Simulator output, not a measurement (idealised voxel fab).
This section sets out a process module, namely voxel transistor to metal.
The cross-section on display is named cut; it measures 215 nm wide, and its cells are 5 nm squares.
In what follows, cross-sections appear as grids of square cells, described through bands that run from the top down, where every band is one or more rows of cells. Per band: top height and bottom height in nm, followed by the left-to-right materials and their widths in nm; "edge to edge" marks a single material spanning edge to edge, "air" marks empty space. The level at which height equals 0 is the one under which the wafer, as it arrives, is entirely one material. No lower edge exists for the bottom band, which continues downward and is notated as in "0..down". You'd read "30..40" like this: the band's top row of cells is as wide as the first number, its bottom row is as wide as the second, and going down, every row changes width by the same amount as the row before did. "no alterations made", as given for a step, is the statement that not any cell of the cross-section underwent a change during that step. "Sealed cavities": empty spaces of 8 cells or more with no open way to the top, each given as width x height at distance, distance from the left edge, all in nm. after a step's settings: what the simulator itself notes on the step. You can add "overlay nm" to a step's line. For a step with a mask, it describes how far the mask lay to the right of its planned position, and a negative number describes a lay to the left.
[Process steps (planned)]
| 1 | RECEIVE: material Si |
| 2 | CONFORMAL_DEP: material SiO2, thk nm 5 |
| 3 | CONFORMAL_DEP: material SiN, thk nm 10 |
| 4 | PATTERN: tone cover, mask id ACTIVE, material resist, width nm 110, thk nm 15, overlay nm 0 |
| 5 | DIRECTIONAL_ETCH: etch materials SiN, depth nm 10 |
| 6 | DIRECTIONAL_ETCH: etch materials SiO2, depth nm 5 |
| 7 | DIRECTIONAL_ETCH: etch materials Si, depth nm 20 |
| 8 | STRIP: etch materials resist |
| 9 | OXIDIZE: depth nm 5 |
| 10 | FILL_DEP: material SiO2, thk nm 15 |
| 11 | CMP: height nm 15 |
| 12 | SELECTIVE_ETCH: etch materials SiO2, depth nm 5 |
| 13 | STRIP: etch materials SiN |
| 14 | SELECTIVE_ETCH: etch materials SiO2, depth nm 5 |
| 15 | OXIDIZE: depth nm 5 |
| 16 | DIRECTIONAL_DEP: material polySi, thk nm 30 |
| 17 | DIRECTIONAL_DEP: material SiCN, thk nm 10 |
| 18 | PATTERN: tone cover, mask id GATE, material resist, width nm 20, thk nm 15, overlay nm 0 |
| 19 | DIRECTIONAL_ETCH: etch materials SiCN, depth nm 20 |
| 20 | DIRECTIONAL_ETCH: etch materials polySi, depth nm 40 |
| 21 | STRIP: etch materials resist |
| 22 | CONFORMAL_DEP: material SiN, thk nm 10 |
| 23 | DIRECTIONAL_ETCH: etch materials SiN, depth nm 10 |
| 24 | DIRECTIONAL_ETCH: etch materials SiO2, depth nm 5 |
| 25 | DIRECTIONAL_ETCH: etch materials Si, depth nm 10 |
| 26 | EPI: material pSi, thk nm 10 |
| 27 | FILL_DEP: material SiO2, thk nm 5 |
| 28 | CMP: height nm 40 |
| 29 | DIRECTIONAL_DEP: material SiO2, thk nm 10 |
| 30 | PATTERN: tone open, mask id CONTACT, material resist, width nm 20, pitch nm 80, thk nm 20, overlay nm 0 |
| 31 | DIRECTIONAL_ETCH: etch materials SiO2, depth nm 55 |
| 32 | STRIP: etch materials resist |
| 33 | CONFORMAL_DEP: material TiN, thk nm 5 |
| 34 | FILL_DEP: material Ru, thk nm 5 |
| 35 | CMP: height nm 50 |
| 36 | CONFORMAL_DEP: material SiCN, thk nm 5 |
| 37 | DIRECTIONAL_DEP: material lowk, thk nm 20 |
| 38 | PATTERN: tone open, mask id METAL_1, material resist, width nm 20, pitch nm 80, thk nm 15, overlay nm 0 |
| 39 | DIRECTIONAL_ETCH: etch materials lowk, depth nm 20 |
| 40 | DIRECTIONAL_ETCH: etch materials SiCN, depth nm 5 |
| 41 | STRIP: etch materials resist |
| 42 | CONFORMAL_DEP: material TiN, thk nm 5 |
| 43 | FILL_DEP: material Cu, thk nm 10 |
| 44 | CMP: height nm 75 |
| 45 | CONFORMAL_DEP: material SiCN, thk nm 5 |
| 46 | DIRECTIONAL_DEP: material SiO2, thk nm 35 |
| 47 | DIRECTIONAL_DEP: material aC, thk nm 15 |
| 48 | PATTERN: tone open, mask id METAL_2_HOLES, material resist, width nm 15, pitch nm 80, thk nm 35, overlay nm 0 |
| 49 | DIRECTIONAL_ETCH: etch materials aC, depth nm 15 |
| 50 | STRIP: etch materials resist |
| 51 | DIRECTIONAL_ETCH: etch materials SiO2, depth nm 35 |
| 52 | STRIP: etch materials aC |
| 53 | MASKED_ETCH: tone open, mask id METAL_2, width nm 20, pitch nm 80, etch materials SiO2, depth nm 20, overlay nm 0 |
| 54 | MASKED_ETCH: tone open, mask id METAL_2, width nm 20, pitch nm 80, etch materials SiCN, depth nm 5, overlay nm 0 |
| 55 | CONFORMAL_DEP: material TiN, thk nm 5 |
| 56 | FILL_DEP: material Ru, thk nm 5 |
| 57 | CMP: height nm 115 |
| 58 | CONFORMAL_DEP: material SiCN, thk nm 5 |
Quick note for whoever runs this: the wafers start identical, but the thk nm at step 36 isn't the same across them. The plan just shows what the first wafer had.
[Cross-section of the first of several received wafers, showing its state after step 1]
* 0..down = Si edge to edge
* Sealed cavities: none
[Rows = wafers. At module end, each row lists per material the cells gained (+) or lost (-) since the wafer was received, then the closed voids]
thk nm 5; +16 Cu; +60 Ru; -159 Si; +123 SiCN; +36 SiN; +652 SiO2; +108 TiN; +140 lowk; +32 pSi; +24 polySi; Sealed cavities: none
thk nm 10; +12 Cu; +60 Ru; -159 Si; +166 SiCN; +36 SiN; +652 SiO2; +104 TiN; +105 lowk; +32 pSi; +24 polySi; Sealed cavities: none
thk nm 15; +8 Cu; +60 Ru; -159 Si; +209 SiCN; +36 SiN; +652 SiO2; +100 TiN; +70 lowk; +32 pSi; +24 polySi; Sealed cavities: none
thk nm 20; +4 Cu; +60 Ru; -159 Si; +252 SiCN; +36 SiN; +652 SiO2; +96 TiN; +35 lowk; +32 pSi; +24 polySi; Sealed cavities: none
